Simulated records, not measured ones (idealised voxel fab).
process module | voxel trench capacitor
cross-section cut | 220 nm wide | cells 5 nm
A cross-section is a grid of square cells, given in bands from the top down. A band is one or more rows of cells.
Each band's line starts with the height of the band's top and of its bottom, in nm. Then come its materials from left to right, each with its width in nm. One material with "throughout" fills the band from edge to edge. "air" is empty space.
Height 0 is the level under which the wafer as received is all one material. The lowest band goes on downwards, as in "0 down".
A width such as "30 to 40" changes by the same amount from each row of cells to the next, from the band's top row to its bottom row.
"no change" after a step means that no cell of the cross-section changed.
closed voids: empty space of 8 cells or more with no open way to the top, each as width x height at its distance from the left edge, in nm
after a step's settings: what the simulator itself notes on the step
overlay nm, on a step with a mask: how far to the right of its planned place the mask lay; to the left if negative
plan
1 op RECEIVE | material Si
2 op CONFORMAL_DEP | material SiN | thk nm 10
3 op DIRECTIONAL_DEP | material aC | thk nm 15
4 op PATTERN | tone open | mask id TRENCH | material resist | width nm 20 | pitch nm 50 | thk nm 30 | overlay nm 0
5 op DIRECTIONAL_ETCH | etch materials aC | depth nm 15
6 op STRIP | etch materials resist
7 op DIRECTIONAL_ETCH | etch materials SiN | depth nm 10
8 op DIRECTIONAL_ETCH | etch materials Si | depth nm 30
9 op STRIP | etch materials aC
10 op CONFORMAL_DEP | material Al2O3 | thk nm 5
11 op FILL_DEP | material polySi | thk nm 5
12 op CMP | height nm 10
as received, after step 1
  0 down: Si throughout
  closed voids: none
a wafer at the end: this start, this plan, one mistake
  5 to 0: SiN 75 | Al2O3 5 | polySi 10 | Al2O3 5 | SiN 30 | Al2O3 5 | polySi 10 | Al2O3 5 | SiN 75
  0 to -25: Si 75 | Al2O3 5 | polySi 10 | Al2O3 5 | Si 30 | Al2O3 5 | polySi 10 | Al2O3 5 | Si 75
  -25 to -30: Si 75 | Al2O3 20 | Si 30 | Al2O3 20 | Si 75
  -30 down: Si throughout
  closed voids: none
what went wrong: step 12 ran as: op CMP | height nm 5
